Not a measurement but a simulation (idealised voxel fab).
You're looking at the process module voxel tone inversion.
The cross-section shown here is cut; it is 295 nm wide and divided into square cells measuring 5 nm on a side.
Cross-section, as written here: a square-cell grid given band by band from the top down, where a band holds one or more rows of cells. Look at the band entry: it leads with the top's height and the bottom's height in nm. Then it lists the materials left to right, with a width in nm for each. The word "all across" on a single material says that material fills the band edge to edge. The word "empty" is empty space. Height datum 0, below which the as-received substrate wafer is one material. Lowest band open at the bottom, running downward: "from 0 down". A width such as "30 to 40" changes by the same amount from each row of cells to the next, from the band's top row to its bottom row. What does "no modifications" mean for a step? It means no cell of the cross-section changed in that step. The entry titled "Trapped void list" provides the empty spaces that have no open way to the top, restricted to those of 8 cells or more. Each is presented as width x height at distance, the distance being measured from the left edge, with all three in nm. Post-settings text on a step line: simulator's own remark regarding the step. The setting "overlay nm" may be written on the line of a step. When the step uses a mask, the value reports how far to the right of the planned place the mask lay, and a negative value reports that it lay to the left.

**List of planned process steps**
| 1 | RECEIVE | material Si |
| 2 | CONFORMAL_DEP | material SiN | thk nm 10 |
| 3 | DIRECTIONAL_DEP | material polySi | thk nm 15 |
| 4 | PATTERN | tone cover | mask id POSTS | material resist | width nm 15 | pitch nm 40 | thk nm 25 | overlay nm 0 |
| 5 | DIRECTIONAL_ETCH | etch materials polySi | depth nm 15 |
| 6 | STRIP | etch materials resist |
| 7 | FILL_DEP | material lowk | thk nm 5 |
| 8 | CMP | height nm 25 |
| 9 | STRIP | etch materials polySi |
| 10 | CONFORMAL_DEP | material TiN | thk nm 5 |
| 11 | FILL_DEP | material Ru | thk nm 5 |
| 12 | CMP | height nm 25 |
| 13 | CONFORMAL_DEP | material SiN | thk nm 5 |

**Cross-section of the wafer upon arrival, representing the state reached after step 1**
  from 0 down = Si all across
  Trapped void list: none

**What the wafer looks like in cross-section after this module, when it starts as shown above and follows the plan above but one mistake is made in running it**
  from 30 to 25 = SiN all across
  from 25 to 15 = 130 nm lowk; 5 nm TiN; 5 nm Ru; 5 nm TiN; 25 nm lowk; 5 nm TiN; 5 nm Ru; 5 nm TiN; 110 nm lowk
  from 15 to 10 = 130 nm lowk; 15 nm TiN; 25 nm lowk; 15 nm TiN; 110 nm lowk
  from 10 to 0 = SiN all across
  from 0 down = Si all across
  Trapped void list: none
Nonconformance to the process plan: off-plan run, step 4, actual operation and settings PATTERN | tone cover | mask id POSTS | material resist | width nm 15 | pitch nm 40 | thk nm 25 | overlay nm 10
